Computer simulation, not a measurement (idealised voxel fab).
Process module, titled voxel trench capacitor
Displayed cross-section: cut, width of 245 nm, square cells sized 5 nm.
A cross-section in this document is a grid of square cells, and it is written down as bands, the top band listed before the ones below it; a band is made up of one or more rows of cells.
Per band: top height and bottom height in nm, followed by the left-to-right materials and their widths in nm; "edge to edge" marks a single material spanning edge to edge, "air" marks empty space.
Height datum 0, below which the as-received substrate wafer is one material. Lowest band open at the bottom, running downward: "0..down".
Width: "30 to 40" (first number = top row, second number = bottom row, same change from row to row of cells).
"no modification" for a step: no cell of the cross-section changed in that step.
Each empty space that has no open way to the top and spans at least 8 cells appears under "Closed voids list" as width x height at distance, the distance counted from the left edge, all in nm.
Post-settings text on a step line: simulator's own remark regarding the step.
Regarding "overlay nm": on a step with a mask, it is the distance the mask lay to the right of its planned place; a negative value places it to the left.

**The process steps that were planned are listed below**
1. op RECEIVE | material Si
2. op CONFORMAL_DEP | material SiN | thk nm 10
3. op PATTERN | tone open | mask id TRENCH | material resist | width nm 25 | pitch nm 55 | thk nm 20 | overlay nm 0
4. op DIRECTIONAL_ETCH | etch materials SiN | depth nm 10
5. op DIRECTIONAL_ETCH | etch materials Si | depth nm 25
6. op STRIP | etch materials resist
7. op CONFORMAL_DEP | material Al2O3 | thk nm 5
8. op CONFORMAL_DEP | material TiN | thk nm 5
9. op FILL_DEP | material W | thk nm 10
10. op CMP | height nm 10

**So this is the incoming wafer in cross-section - it's already been through step 1**
  0..down  Si edge to edge
  Closed voids list: none

**First of two wafers: cross-section at end of module, run per plan**
  10..0  55 of SiN  5 of Al2O3  5 of TiN  5 of W  5 of TiN  5 of Al2O3  30 of SiN  5 of Al2O3  5 of TiN  5 of W  5 of TiN  5 of Al2O3  30 of SiN  5 of Al2O3  5 of TiN  5 of W  5 of TiN  5 of Al2O3  55 of SiN
  0..-15  55 of Si  5 of Al2O3  5 of TiN  5 of W  5 of TiN  5 of Al2O3  30 of Si  5 of Al2O3  5 of TiN  5 of W  5 of TiN  5 of Al2O3  30 of Si  5 of Al2O3  5 of TiN  5 of W  5 of TiN  5 of Al2O3  55 of Si
  -15..-20  55 of Si  5 of Al2O3  15 of TiN  5 of Al2O3  30 of Si  5 of Al2O3  15 of TiN  5 of Al2O3  30 of Si  5 of Al2O3  15 of TiN  5 of Al2O3  55 of Si
  -20..-25  55 of Si  25 of Al2O3  30 of Si  25 of Al2O3  30 of Si  25 of Al2O3  55 of Si
  -25..down  Si edge to edge
  Closed voids list: none

**This cross-section belongs to the second wafer of two at the end of the module; the start and the plan were shared with the first, and the run included one mistake**
  10..0  60 of SiN  5 of Al2O3  5 of TiN  5 of W  5 of TiN  5 of Al2O3  30 of SiN  5 of Al2O3  5 of TiN  5 of W  5 of TiN  5 of Al2O3  30 of SiN  5 of Al2O3  5 of TiN  5 of W  5 of TiN  5 of Al2O3  50 of SiN
  0..-15  60 of Si  5 of Al2O3  5 of TiN  5 of W  5 of TiN  5 of Al2O3  30 of Si  5 of Al2O3  5 of TiN  5 of W  5 of TiN  5 of Al2O3  30 of Si  5 of Al2O3  5 of TiN  5 of W  5 of TiN  5 of Al2O3  50 of Si
  -15..-20  60 of Si  5 of Al2O3  15 of TiN  5 of Al2O3  30 of Si  5 of Al2O3  15 of TiN  5 of Al2O3  30 of Si  5 of Al2O3  15 of TiN  5 of Al2O3  50 of Si
  -20..-25  60 of Si  25 of Al2O3  30 of Si  25 of Al2O3  30 of Si  25 of Al2O3  50 of Si
  -25..down  Si edge to edge
  Closed voids list: none
What broke from the plan during processing? step 3 ran with different settings than intended, the actual operation and settings being op PATTERN | tone open | mask id TRENCH | material resist | width nm 25 | pitch nm 55 | thk nm 20 | overlay nm 5
So at the finish, the second wafer's got exactly as many cells of each material as the first, just not in the same spots.
